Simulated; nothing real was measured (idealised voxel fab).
Proc. module: voxel capacitor over wiring
For reference, the cross-section in this document is cut, with width 275 nm and square cells of 5 nm.
Square cells in a grid make up a cross-section in this document, and the grid is given as bands, listed from the top down, each one or more rows of cells.
Heights first: top, then bottom, in nm. Then materials, left to right, each with a width in nm. "everywhere" on a single material: fills the band edge to edge. "empty": empty space.
Heights are reckoned from 0. Under this level, the received wafer is all of one material. The bottommost band is open-ended downward, for example "from 0 down".
So if you see something like "30 to 40" for the width, read it as the top row of the band sitting at the first number and the bottom row at the second, with every row in between moving by the same amount as the last.
Where a step carries "everything unchanged", the cross-section came out of it unchanged, cell for cell.
The list in "Enclosed voids" covers empty spaces of 8 cells or more that cannot reach the top through any open way, and it gives each as width x height at distance; the distance is from the left edge, and width, height and distance are in nm.
after a step's settings: what the simulator itself notes on the step
The optional step-line setting "overlay nm" applies to steps with a mask and quantifies how far to the right of its planned location the mask lay, a negative value indicating leftward placement.
### Process steps foreseen in the plan
1) op RECEIVE | material Si
2) op CONFORMAL_DEP | material SiO2 | thk nm 15
3) op DIRECTIONAL_DEP | material TiN | thk nm 5
4) op DIRECTIONAL_DEP | material W | thk nm 15
5) op MASKED_ETCH | tone cover | mask id METAL_1 | width nm 30 | pitch nm 100 | etch materials W | depth nm 15 | overlay nm 0
6) op MASKED_ETCH | tone cover | mask id METAL_1 | width nm 30 | pitch nm 100 | etch materials TiN | depth nm 5 | overlay nm 0
7) op FILL_DEP | material SiO2 | thk nm 10
8) op CMP | height nm 35
9) op CONFORMAL_DEP | material SiCN | thk nm 5
10) op DIRECTIONAL_DEP | material lowk | thk nm 10
11) op PATTERN | tone open | mask id PLUG_1 | material resist | width nm 15 | thk nm 15 | overlay nm 0
12) op DIRECTIONAL_ETCH | etch materials lowk | depth nm 10
13) op DIRECTIONAL_ETCH | etch materials SiCN | depth nm 5
14) op STRIP | etch materials resist
15) op EPI | material Ru | thk nm 10
16) op EPI | material Ru | thk nm 5
17) op DIRECTIONAL_DEP | material TiN | thk nm 10
18) op DIRECTIONAL_DEP | material SiN | thk nm 5
19) op DIRECTIONAL_DEP | material TiN | thk nm 5
20) op DIRECTIONAL_DEP | material aC | thk nm 10
21) op PATTERN | tone cover | mask id UPPER_PLATE | material resist | width nm 75 | thk nm 25 | overlay nm 0
22) op DIRECTIONAL_ETCH | etch materials aC | depth nm 10
23) op STRIP | etch materials resist
24) op DIRECTIONAL_ETCH | etch materials TiN | depth nm 5
25) op DIRECTIONAL_ETCH | etch materials SiN | depth nm 5
26) op STRIP | etch materials aC
27) op MASKED_ETCH | tone cover | mask id LOWER_PLATE | width nm 85 | etch materials TiN | depth nm 10 | overlay nm 0
28) op FILL_DEP | material SiO2 | thk nm 20
29) op CMP | height nm 85
30) op MASKED_ETCH | tone open | mask id PLUG_2 | width nm 15 | etch materials SiO2 | depth nm 15 | overlay nm -15
31) op CONFORMAL_DEP | material TiN | thk nm 5
32) op FILL_DEP | material Ru | thk nm 5
33) op CMP | height nm 85
34) op CONFORMAL_DEP | material SiN | thk nm 5
Heads up: all these wafers start the same, and what changes between them is the overlay nm in step 30. The value you see in the plan is just what the first wafer got.
### Cut through the first of several wafers as received, post step 1
* from 0 down | Si everywhere
* Enclosed voids: none
### End of the module, past its last step, step 34: how the first of several wafers looks in cross-section
* from 90 to 85 | SiN everywhere
* from 85 to 75 | SiO2=80; TiN=5; Ru=5; TiN=5; SiO2=180
* from 75 to 65 | SiO2=80 to 85; TiN=15 to 75; SiO2=180 to 115
* from 65 to 60 | SiO2=85; SiN=75; SiO2=115
* from 60 to 50 | SiO2=80; TiN=85; SiO2=110
* from 50 to 40 | lowk=85; Ru=15; lowk=175
* from 40 to 35 | SiCN=85; Ru=15; SiCN=175
* from 35 to 20 | SiO2=70; W=30; SiO2=70; W=30; SiO2=75
* from 20 to 15 | SiO2=70; TiN=30; SiO2=70; TiN=30; SiO2=75
* from 15 to 0 | SiO2 everywhere
* from 0 down | Si everywhere
* Enclosed voids: none
### Cross-sectional view of the final wafer of several at the module's end
* from 90 to 85 | SiN everywhere
* from 85 to 75 | SiO2=110; TiN=5; Ru=5; TiN=5; SiO2=150
* from 75 to 65 | SiO2=110 to 85; TiN=15 to 75; SiO2=150 to 115
* from 65 to 60 | SiO2=85; SiN=75; SiO2=115
* from 60 to 50 | SiO2=80; TiN=85; SiO2=110
* from 50 to 40 | lowk=85; Ru=15; lowk=175
* from 40 to 35 | SiCN=85; Ru=15; SiCN=175
* from 35 to 20 | SiO2=70; W=30; SiO2=70; W=30; SiO2=75
* from 20 to 15 | SiO2=70; TiN=30; SiO2=70; TiN=30; SiO2=75
* from 15 to 0 | SiO2 everywhere
* from 0 down | Si everywhere
* Enclosed voids: none
### Per-wafer rows below. For each material: cells gained (+) or lost (-) since the wafer was received, as of end of module. Then: closed voids
overlay nm -15; +11 Ru; +52 SiCN; +70 SiN; +649 SiO2; +68 TiN; +36 W; +104 lowk; Enclosed voids: none
overlay nm -10; +11 Ru; +52 SiCN; +70 SiN; +649 SiO2; +68 TiN; +36 W; +104 lowk; Enclosed voids: none
overlay nm -5; +11 Ru; +52 SiCN; +70 SiN; +649 SiO2; +68 TiN; +36 W; +104 lowk; Enclosed voids: none
overlay nm 0; +11 Ru; +52 SiCN; +70 SiN; +649 SiO2; +68 TiN; +36 W; +104 lowk; Enclosed voids: none
overlay nm 5; +11 Ru; +52 SiCN; +70 SiN; +649 SiO2; +68 TiN; +36 W; +104 lowk; Enclosed voids: none
overlay nm 10; +11 Ru; +52 SiCN; +70 SiN; +649 SiO2; +68 TiN; +36 W; +104 lowk; Enclosed voids: none
overlay nm 15; +11 Ru; +52 SiCN; +70 SiN; +649 SiO2; +68 TiN; +36 W; +104 lowk; Enclosed voids: none
